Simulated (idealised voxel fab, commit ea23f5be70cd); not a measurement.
The document below concerns the process module designated voxel wiring stack.
The cross-section shown here is cut; it is 195 nm wide and divided into square cells measuring 5 nm on a side.
For the purposes of this document, a cross-section shall be understood as a grid of square cells, specified as bands listed in top-to-bottom order, each band consisting of one or more rows of cells. A band entry consists of two parts. The first gives the height of the band's top and the height of its bottom, in nm. The rest lists the band's materials from left to right, each with its width in nm. A single material labelled with the word "throughout" fills the band from edge to edge, and the word "air" marks empty space. Beneath 0, the wafer as received is one material, and that level is where height counting begins. The lowest band goes on downward without a bottom; it is written like "0 and below". Quick explanation for "30->40": the width changes in equal steps down the rows of cells, from the first number in the band's top row to the second number in its bottom row. No cell of the cross-section changed in a step that is given as "remains unaltered". "Non-vented voids": sealed empty spaces, 8 cells or more, no open way to top, listed width x height at distance, with distance from the left edge and width, height and distance in nm. Past the settings on a step's line: simulator remark, on that step. overlay nm: for a step with a mask, the amount by which the mask lay right of where it was planned; a negative amount means left of it. Pairs from here to the end. Each: cross-section before one process step, cross-section after it, the latter only as far down as the lowest band that changed. Under each: the step between, and its settings. Mind that the pairs may be taken from different runs of this module on the same starting wafer; whether a pair continues from the pair above depends on its entry headed "Pre-step section", and it does only where that entry says so.
Pre-step section:
> 90 down to 65 | lowk throughout
> 65 down to 60 | SiCN throughout
> 60 down to 45 | 60 SiO2, then 5 TiN, then 5 Cu, then 5 TiN, then 30 SiO2, then 5 TiN, then 5 Cu, then 5 TiN, then 75 SiO2
> 45 down to 40 | 60 SiCN, then 15 TiN, then 30 SiCN, then 15 TiN, then 75 SiCN
> 40 down to 25 | 60 SiO2, then 5 TiN, then 20 W, then 5 TiN, then 15 SiO2, then 5 TiN, then 20 W, then 5 TiN, then 60 SiO2
> 25 down to 20 | 60 SiO2, then 15 TiN, then 10 W, then 5 TiN, then 15 SiO2, then 15 TiN, then 10 W, then 5 TiN, then 60 SiO2
> 20 down to 15 | 70 SiCN, then 20 TiN, then 25 SiCN, then 20 TiN, then 60 SiCN
> 15 down to 0 | SiO2 throughout
> 0 and below | Si throughout
> Non-vented voids: none
State After Step:
> 100 down to 90 | aC throughout
> Beneath the level 90, the cross-section is identical to its previous state.
> Non-vented voids: none
In between the cross-sections above, the run called for DIRECTIONAL_DEP,material aC,thk nm 10
Pre-step section: as in the pair right above, post-step view.
State After Step:
> 130 down to 100 | 60 resist, then 30 air, then 15 resist, then 30 air, then 60 resist
> Beneath the level 100, the cross-section is identical to its previous state.
> Non-vented voids: none
In between the cross-sections above, the run called for PATTERN,tone open,mask id METAL_2,material resist,width nm 30,pitch nm 45,thk nm 30,overlay nm 0
Pre-step section: as in the pair right above, post-step view.
State After Step:
> 120 down to 100 | 60 resist, then 30 air, then 15 resist, then 30 air, then 60 resist
> 100 down to 90 | 60 aC, then 30 air, then 15 aC, then 30 air, then 60 aC
> Beneath the level 90, the cross-section is identical to its previous state.
> Non-vented voids: none
In between the cross-sections above, the run called for DIRECTIONAL_ETCH,etch materials aC,depth nm 10
Pre-step section: as in the pair right above, post-step view.
State After Step:
> 100 down to 90 | 60 aC, then 30 air, then 15 aC, then 30 air, then 60 aC
> Beneath the level 90, the cross-section is identical to its previous state.
> Non-vented voids: none
In between the cross-sections above, the run called for STRIP,etch materials resist
Pre-step section: as in the pair right above, post-step view.
State After Step:
> 100 down to 90 | 60 aC, then 30 air, then 15 aC, then 30 air, then 60 aC
> 90 down to 65 | 60 lowk, then 30 air, then 15 lowk, then 30 air, then 60 lowk
> Beneath the level 65, the cross-section is identical to its previous state.
> Non-vented voids: none
In between the cross-sections above, the run called for DIRECTIONAL_ETCH,etch materials lowk,depth nm 25
Pre-step section: as in the pair right above, post-step view.
State After Step:
> 100 down to 90 | 60 aC, then 30 air, then 15 aC, then 30 air, then 60 aC
> 90 down to 65 | 60 lowk, then 30 air, then 15 lowk, then 30 air, then 60 lowk
> 65 down to 60 | 60 SiCN, then 30 air, then 15 SiCN, then 30 air, then 60 SiCN
> Beneath the level 60, the cross-section is identical to its previous state.
> Non-vented voids: none
In between the cross-sections above, the run called for DIRECTIONAL_ETCH,etch materials SiCN,depth nm 5
Pre-step section: as in the pair right above, post-step view.
State After Step:
> 90 down to 65 | 60 lowk, then 30 air, then 15 lowk, then 30 air, then 60 lowk
> Beneath the level 65, the cross-section is identical to its previous state.
> Non-vented voids: none
In between the cross-sections above, the run called for STRIP,etch materials aC
Pre-step section: as in the pair right above, post-step view.
State After Step:
> 95 down to 90 | 65 TiN, then 20 air, then 25 TiN, then 20 air, then 65 TiN
> 90 down to 65 | 60 lowk, then 5 TiN, then 20 air, then 5 TiN, then 15 lowk, then 5 TiN, then 20 air, then 5 TiN, then 60 lowk
> 65 down to 60 | 60 SiCN, then 30 TiN, then 15 SiCN, then 30 TiN, then 60 SiCN
> Beneath the level 60, the cross-section is identical to its previous state.
> Non-vented voids: none
In between the cross-sections above, the run called for CONFORMAL_DEP,material TiN,thk nm 5
Pre-step section: as in the pair right above, post-step view.
State After Step:
> 105 down to 95 | Ru throughout
> 95 down to 90 | 65 TiN, then 20 Ru, then 25 TiN, then 20 Ru, then 65 TiN
> 90 down to 65 | 60 lowk, then 5 TiN, then 20 Ru, then 5 TiN, then 15 lowk, then 5 TiN, then 20 Ru, then 5 TiN, then 60 lowk
> Beneath the level 65, the cross-section is identical to its previous state.
> Non-vented voids: none
In between the cross-sections above, the run called for FILL_DEP,material Ru,thk nm 10
Pre-step section: as in the pair right above, post-step view.
State After Step:
> 90 down to 65 | 60 lowk, then 5 TiN, then 20 Ru, then 5 TiN, then 15 lowk, then 5 TiN, then 20 Ru, then 5 TiN, then 60 lowk
> Beneath the level 65, the cross-section is identical to its previous state.
> Non-vented voids: none
In between the cross-sections above, the run called for CMP,height nm 90
Pre-step section: as in the pair right above, post-step view.
State After Step:
> 95 down to 90 | SiCN throughout
> Beneath the level 90, the cross-section is identical to its previous state.
> Non-vented voids: none
In between the cross-sections above, the run called for CONFORMAL_DEP,material SiCN,thk nm 5
Pre-step section:
> 90 down to 65 | 60 lowk, then 5 TiN, then 20 Ru, then 5 TiN, then 15 lowk, then 5 TiN, then 20 Ru, then 5 TiN, then 60 lowk
> 65 down to 60 | 60 SiCN, then 30 TiN, then 15 SiCN, then 30 TiN, then 60 SiCN
> 60 down to 45 | 60 SiO2, then 5 TiN, then 5 Cu, then 5 TiN, then 30 SiO2, then 5 TiN, then 5 Cu, then 5 TiN, then 75 SiO2
> 45 down to 40 | 60 SiCN, then 15 TiN, then 30 SiCN, then 15 TiN, then 75 SiCN
> 40 down to 20 | 60 SiO2, then 5 TiN, then 20 W, then 5 TiN, then 15 SiO2, then 5 TiN, then 20 W, then 5 TiN, then 60 SiO2
> 20 down to 15 | 60 SiCN, then 30 TiN, then 15 SiCN, then 30 TiN, then 60 SiCN
> 15 down to 0 | SiO2 throughout
> 0 and below | Si throughout
> Non-vented voids: none
State After Step:
> 95 down to 90 | lowk throughout
> Beneath the level 90, the cross-section is identical to its previous state.
> Non-vented voids: none
In between the cross-sections above, the run called for CONFORMAL_DEP,material lowk,thk nm 5
Pre-step section:
> 60 down to 45 | SiO2 throughout
> 45 down to 40 | SiCN throughout
> 40 down to 20 | 60 SiO2, then 5 TiN, then 20 W, then 5 TiN, then 15 SiO2, then 5 TiN, then 20 W, then 5 TiN, then 60 SiO2
> 20 down to 15 | 60 SiCN, then 30 TiN, then 15 SiCN, then 30 TiN, then 60 SiCN
> 15 down to 0 | SiO2 throughout
> 0 and below | Si throughout
> Non-vented voids: none
State After Step:
> 60 down to 45 | 60 air, then 15 SiO2, then 30 air, then 15 SiO2, then 75 air
> Beneath the level 45, the cross-section is identical to its previous state.
> Non-vented voids: none
In between the cross-sections above, the run called for MASKED_ETCH,tone cover,mask id PLUG_1,width nm 15,pitch nm 45,etch materials SiO2,depth nm 15,overlay nm 0
Pre-step section: as in the pair right above, post-step view.
State After Step:
> 65 down to 60 | 55 air, then 25 TiN, then 20 air, then 25 TiN, then 70 air
> 60 down to 50 | 55 air, then 5 TiN, then 15 SiO2, then 5 TiN, then 20 air, then 5 TiN, then 15 SiO2, then 5 TiN, then 70 air
> 50 down to 45 | 60 TiN, then 15 SiO2, then 30 TiN, then 15 SiO2, then 75 TiN
> Beneath the level 45, the cross-section is identical to its previous state.
> Non-vented voids: none
In between the cross-sections above, the run called for CONFORMAL_DEP,material TiN,thk nm 5
Pre-step section: as in the pair right above, post-step view.
State After Step:
> 75 down to 65 | Cu throughout
> 65 down to 60 | 55 Cu, then 25 TiN, then 20 Cu, then 25 TiN, then 70 Cu
> 60 down to 50 | 55 Cu, then 5 TiN, then 15 SiO2, then 5 TiN, then 20 Cu, then 5 TiN, then 15 SiO2, then 5 TiN, then 70 Cu
> Beneath the level 50, the cross-section is identical to its previous state.
> Non-vented voids: none
In between the cross-sections above, the run called for FILL_DEP,material Cu,thk nm 10
Pre-step section: as in the pair right above, post-step view.
State After Step:
> 60 down to 50 | 55 Cu, then 5 TiN, then 15 SiO2, then 5 TiN, then 20 Cu, then 5 TiN, then 15 SiO2, then 5 TiN, then 70 Cu
> Beneath the level 50, the cross-section is identical to its previous state.
> Non-vented voids: none
In between the cross-sections above, the run called for CMP,height nm 60
Pre-step section: as in the pair right above, post-step view.
State After Step:
> 65 down to 60 | SiCN throughout
> Beneath the level 60, the cross-section is identical to its previous state.
> Non-vented voids: none
In between the cross-sections above, the run called for CONFORMAL_DEP,material SiCN,thk nm 5
Pre-step section: as in the pair right above, post-step view.
State After Step:
> 90 down to 65 | lowk throughout
> Beneath the level 65, the cross-section is identical to its previous state.
> Non-vented voids: none
In between the cross-sections above, the run called for DIRECTIONAL_DEP,material lowk,thk nm 25
Pre-step section: as in the pair right above, post-step view.
State After Step:
> 100 down to 90 | aC throughout
> Beneath the level 90, the cross-section is identical to its previous state.
> Non-vented voids: none
In between the cross-sections above, the run called for DIRECTIONAL_DEP,material aC,thk nm 10
Pre-step section: as in the pair right above, post-step view.
State After Step:
> 130 down to 100 | 60 resist, then 30 air, then 15 resist, then 30 air, then 60 resist
> Beneath the level 100, the cross-section is identical to its previous state.
> Non-vented voids: none
In between the cross-sections above, the run called for PATTERN,tone open,mask id METAL_2,material resist,width nm 30,pitch nm 45,thk nm 30,overlay nm 0
Pre-step section: as in the pair right above, post-step view.
State After Step:
> 120 down to 100 | 60 resist, then 30 air, then 15 resist, then 30 air, then 60 resist
> 100 down to 90 | 60 aC, then 30 air, then 15 aC, then 30 air, then 60 aC
> Beneath the level 90, the cross-section is identical to its previous state.
> Non-vented voids: none
In between the cross-sections above, the run called for DIRECTIONAL_ETCH,etch materials aC,depth nm 10
Pre-step section: as in the pair right above, post-step view.
State After Step:
> 100 down to 90 | 60 aC, then 30 air, then 15 aC, then 30 air, then 60 aC
> Beneath the level 90, the cross-section is identical to its previous state.
> Non-vented voids: none
In between the cross-sections above, the run called for STRIP,etch materials resist
Pre-step section: as in the pair right above, post-step view.
State After Step:
> 100 down to 90 | 60 aC, then 30 air, then 15 aC, then 30 air, then 60 aC
> 90 down to 65 | 60 lowk, then 30 air, then 15 lowk, then 30 air, then 60 lowk
> Beneath the level 65, the cross-section is identical to its previous state.
> Non-vented voids: none
In between the cross-sections above, the run called for DIRECTIONAL_ETCH,etch materials lowk,depth nm 25
Pre-step section: as in the pair right above, post-step view.
State After Step:
> 100 down to 90 | 60 aC, then 30 air, then 15 aC, then 30 air, then 60 aC
> 90 down to 65 | 60 lowk, then 30 air, then 15 lowk, then 30 air, then 60 lowk
> 65 down to 60 | 60 SiCN, then 30 air, then 15 SiCN, then 30 air, then 60 SiCN
> Beneath the level 60, the cross-section is identical to its previous state.
> Non-vented voids: none
In between the cross-sections above, the run called for DIRECTIONAL_ETCH,etch materials SiCN,depth nm 5
Pre-step section: as in the pair right above, post-step view.
State After Step:
> 90 down to 65 | 60 lowk, then 30 air, then 15 lowk, then 30 air, then 60 lowk
> Beneath the level 65, the cross-section is identical to its previous state.
> Non-vented voids: none
In between the cross-sections above, the run called for STRIP,etch materials aC
Pre-step section: as in the pair right above, post-step view.
State After Step:
> 95 down to 90 | 65 TiN, then 20 air, then 25 TiN, then 20 air, then 65 TiN
> 90 down to 65 | 60 lowk, then 5 TiN, then 20 air, then 5 TiN, then 15 lowk, then 5 TiN, then 20 air, then 5 TiN, then 60 lowk
> 65 down to 60 | 60 SiCN, then 30 TiN, then 15 SiCN, then 30 TiN, then 60 SiCN
> Beneath the level 60, the cross-section is identical to its previous state.
> Non-vented voids: none
In between the cross-sections above, the run called for CONFORMAL_DEP,material TiN,thk nm 5
Pre-step section: as in the pair right above, post-step view.
State After Step:
> 105 down to 95 | Ru throughout
> 95 down to 90 | 65 TiN, then 20 Ru, then 25 TiN, then 20 Ru, then 65 TiN
> 90 down to 65 | 60 lowk, then 5 TiN, then 20 Ru, then 5 TiN, then 15 lowk, then 5 TiN, then 20 Ru, then 5 TiN, then 60 lowk
> Beneath the level 65, the cross-section is identical to its previous state.
> Non-vented voids: none
In between the cross-sections above, the run called for FILL_DEP,material Ru,thk nm 10
Pre-step section: as in the pair right above, post-step view.
State After Step:
> 90 down to 65 | 60 lowk, then 5 TiN, then 20 Ru, then 5 TiN, then 15 lowk, then 5 TiN, then 20 Ru, then 5 TiN, then 60 lowk
> Beneath the level 65, the cross-section is identical to its previous state.
> Non-vented voids: none
In between the cross-sections above, the run called for CMP,height nm 90
Pre-step section: as in the pair right above, post-step view.
State After Step:
> 95 down to 90 | SiCN throughout
> Beneath the level 90, the cross-section is identical to its previous state.
> Non-vented voids: none
In between the cross-sections above, the run called for CONFORMAL_DEP,material SiCN,thk nm 5
